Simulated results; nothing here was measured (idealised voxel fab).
process module | voxel wiring stack
cross-section cut | 295 nm wide | cells 5 nm
A cross-section is a grid of square cells, given in bands from the top down. A band is one or more rows of cells.
Each band's line starts with the height of the band's top and of its bottom, in nm. Then come its materials from left to right, each with its width in nm. One material with "throughout" fills the band from edge to edge. "air" is empty space.
Height 0 is the level under which the wafer as received is all one material. The lowest band goes on downwards, as in "0 down".
A width such as "30 to 40" changes by the same amount from each row of cells to the next, from the band's top row to its bottom row.
"no change" after a step means that no cell of the cross-section changed.
closed voids: empty space of 8 cells or more with no open way to the top, each as width x height at its distance from the left edge, in nm
after a step's settings: what the simulator itself notes on the step
overlay nm, on a step with a mask: how far to the right of its planned place the mask lay; to the left if negative
plan
1 op RECEIVE | material Si
2 op CONFORMAL_DEP | material SiO2 | thk nm 15
3 op CONFORMAL_DEP | material SiN | thk nm 5
4 op DIRECTIONAL_DEP | material lowk | thk nm 15
5 op PATTERN | tone open | mask id METAL_1 | material resist | width nm 25 | pitch nm 55 | thk nm 15 | overlay nm 0
6 op DIRECTIONAL_ETCH | etch materials lowk | depth nm 15
7 op DIRECTIONAL_ETCH | etch materials SiN | depth nm 5
8 op STRIP | etch materials resist
9 op CONFORMAL_DEP | material TiN | thk nm 5
10 op FILL_DEP | material Cu | thk nm 10
11 op CMP | height nm 35
12 op CONFORMAL_DEP | material SiCN | thk nm 5
13 op DIRECTIONAL_DEP | material lowk | thk nm 10
14 op PATTERN | tone open | mask id PLUG_1 | material resist | width nm 15 | pitch nm 55 | thk nm 20 | overlay nm 0
15 op DIRECTIONAL_ETCH | etch materials lowk | depth nm 10
16 op DIRECTIONAL_ETCH | etch materials SiCN | depth nm 5
17 op STRIP | etch materials resist
18 op EPI | material Ru | thk nm 10
19 op EPI | material Ru | thk nm 5
20 op CONFORMAL_DEP | material SiCN | thk nm 5
21 op DIRECTIONAL_DEP | material SiO2 | thk nm 25
22 op PATTERN | tone open | mask id METAL_2 | material resist | width nm 25 | pitch nm 55 | thk nm 15 | overlay nm 0
23 op DIRECTIONAL_ETCH | etch materials SiO2 | depth nm 25
24 op DIRECTIONAL_ETCH | etch materials SiCN | depth nm 5
25 op STRIP | etch materials resist
26 op CONFORMAL_DEP | material TiN | thk nm 5
27 op FILL_DEP | material Ru | thk nm 5
28 op CMP | height nm 80
29 op CONFORMAL_DEP | material SiCN | thk nm 5
30 op DIRECTIONAL_DEP | material SiO2 | thk nm 20
31 op MASKED_ETCH | tone open | mask id PLUG_2 | width nm 15 | pitch nm 110 | etch materials SiO2 | depth nm 20 | overlay nm 0
32 op MASKED_ETCH | tone open | mask id PLUG_2 | width nm 15 | pitch nm 110 | etch materials SiCN | depth nm 5 | overlay nm 0
33 op EPI | material Ru | thk nm 10
34 op EPI | material Ru | thk nm 10
35 op EPI | material Ru | thk nm 5
36 op CONFORMAL_DEP | material SiCN | thk nm 5
37 op DIRECTIONAL_DEP | material lowk | thk nm 20
38 op MASKED_ETCH | tone open | mask id METAL_3 | width nm 25 | pitch nm 55 | etch materials lowk | depth nm 20 | overlay nm 0
39 op MASKED_ETCH | tone open | mask id METAL_3 | width nm 25 | pitch nm 55 | etch materials SiCN | depth nm 5 | overlay nm 0
40 op CONFORMAL_DEP | material TiN | thk nm 5
41 op FILL_DEP | material W | thk nm 10
42 op CMP | height nm 130
43 op CONFORMAL_DEP | material SiCN | thk nm 5
44 op DIRECTIONAL_DEP | material SiO2 | thk nm 35
45 op MASKED_ETCH | tone open | mask id METAL_4_HOLES | width nm 15 | pitch nm 55 | etch materials SiO2 | depth nm 35 | overlay nm 0
46 op PATTERN | tone open | mask id METAL_4 | material resist | width nm 25 | pitch nm 55 | thk nm 20 | overlay nm 0
47 op DIRECTIONAL_ETCH | etch materials SiO2 | depth nm 20
48 op DIRECTIONAL_ETCH | etch materials SiCN | depth nm 5
49 op STRIP | etch materials resist
50 op CONFORMAL_DEP | material TiN | thk nm 5
51 op FILL_DEP | material Ru | thk nm 10
52 op CMP | height nm 170
53 op CONFORMAL_DEP | material SiCN | thk nm 5
as received, after step 1
  0 down: Si throughout
  closed voids: none
first wafer at the end, as planned
  175 to 170: SiCN throughout
  170 to 155: SiO2 80 | TiN 5 | Ru 15 | TiN 5 | SiO2 30 | TiN 5 | Ru 15 | TiN 5 | SiO2 30 | TiN 5 | Ru 15 | TiN 5 | SiO2 80
  155 to 150: SiO2 80 | TiN 5 | Ru 5 | TiN 15 | SiO2 30 | TiN 5 | Ru 5 | TiN 15 | SiO2 30 | TiN 5 | Ru 5 | TiN 15 | SiO2 80
  150 to 135: SiO2 80 | TiN 5 | Ru 5 | TiN 5 | SiO2 40 | TiN 5 | Ru 5 | TiN 5 | SiO2 40 | TiN 5 | Ru 5 | TiN 5 | SiO2 90
  135 to 130: SiCN 80 | TiN 15 | SiCN 40 | TiN 15 | SiCN 40 | TiN 15 | SiCN 90
  130 to 110: lowk 80 | TiN 5 | W 15 | TiN 5 | lowk 30 | TiN 5 | W 15 | TiN 5 | lowk 30 | TiN 5 | W 15 | TiN 5 | lowk 80
  110 to 105: SiCN 80 | TiN 25 | SiCN 30 | TiN 25 | SiCN 30 | TiN 25 | SiCN 80
  105 to 85: SiO2 80 | Ru 15 | SiO2 95 | Ru 15 | SiO2 90
  85 to 80: SiCN 80 | Ru 15 | SiCN 95 | Ru 15 | SiCN 90
  80 to 55: SiO2 80 | TiN 5 | Ru 15 | TiN 5 | SiO2 30 | TiN 5 | Ru 15 | TiN 5 | SiO2 30 | TiN 5 | Ru 15 | TiN 5 | SiO2 80
  55 to 50: SiCN 80 | TiN 25 | SiCN 30 | TiN 25 | SiCN 30 | TiN 25 | SiCN 80
  50 to 40: lowk 80 | Ru 15 | lowk 40 | Ru 15 | lowk 40 | Ru 15 | lowk 90
  40 to 35: SiCN 80 | Ru 15 | SiCN 40 | Ru 15 | SiCN 40 | Ru 15 | SiCN 90
  35 to 20: lowk 80 | TiN 5 | Cu 15 | TiN 5 | lowk 30 | TiN 5 | Cu 15 | TiN 5 | lowk 30 | TiN 5 | Cu 15 | TiN 5 | lowk 80
  20 to 15: SiN 80 | TiN 25 | SiN 30 | TiN 25 | SiN 30 | TiN 25 | SiN 80
  15 to 0: SiO2 throughout
  0 down: Si throughout
  closed voids: none
second wafer at the end: like start, like plan, one mistake
  175 to 170: SiCN throughout
  170 to 155: SiO2 80 | TiN 5 | Ru 15 | TiN 5 | SiO2 30 | TiN 5 | Ru 15 | TiN 5 | SiO2 30 | TiN 5 | Ru 15 | TiN 5 | SiO2 80
  155 to 150: SiO2 80 | TiN 5 | Ru 5 | TiN 15 | SiO2 30 | TiN 5 | Ru 5 | TiN 15 | SiO2 30 | TiN 5 | Ru 5 | TiN 15 | SiO2 80
  150 to 135: SiO2 80 | TiN 5 | Ru 5 | TiN 5 | SiO2 40 | TiN 5 | Ru 5 | TiN 5 | SiO2 40 | TiN 5 | Ru 5 | TiN 5 | SiO2 90
  135 to 130: SiCN 80 | TiN 15 | SiCN 40 | TiN 15 | SiCN 40 | TiN 15 | SiCN 90
  130 to 110: lowk 80 | TiN 5 | W 15 | TiN 5 | lowk 30 | TiN 5 | W 15 | TiN 5 | lowk 30 | TiN 5 | W 15 | TiN 5 | lowk 80
  110 to 105: SiCN 80 | TiN 25 | SiCN 30 | TiN 25 | SiCN 30 | TiN 25 | SiCN 80
  105 to 85: SiO2 80 | Ru 15 | SiO2 95 | Ru 15 | SiO2 90
  85 to 80: SiCN 80 | Ru 15 | SiCN 95 | Ru 15 | SiCN 90
  80 to 55: SiO2 85 | TiN 5 | Ru 10 | TiN 5 | SiO2 35 | TiN 5 | Ru 10 | TiN 5 | SiO2 35 | TiN 5 | Ru 10 | TiN 5 | SiO2 80
  55 to 50: SiCN 85 | TiN 20 | SiCN 35 | TiN 20 | SiCN 35 | TiN 20 | SiCN 80
  50 to 40: lowk 80 | Ru 15 | lowk 40 | Ru 15 | lowk 40 | Ru 15 | lowk 90
  40 to 35: SiCN 80 | Ru 15 | SiCN 40 | Ru 15 | SiCN 40 | Ru 15 | SiCN 90
  35 to 20: lowk 80 | TiN 5 | Cu 15 | TiN 5 | lowk 30 | TiN 5 | Cu 15 | TiN 5 | lowk 30 | TiN 5 | Cu 15 | TiN 5 | lowk 80
  20 to 15: SiN 80 | TiN 25 | SiN 30 | TiN 25 | SiN 30 | TiN 25 | SiN 80
  15 to 0: SiO2 throughout
  0 down: Si throughout
  closed voids: none
what went wrong: step 22 ran as: op PATTERN | tone open | mask id METAL_2 | material resist | width nm 20 | pitch nm 55 | thk nm 15 | overlay nm 0
at the end the second wafer has, in cells: 15 fewer of Ru | 3 more of SiCN | 15 more of SiO2 | 3 fewer of TiN
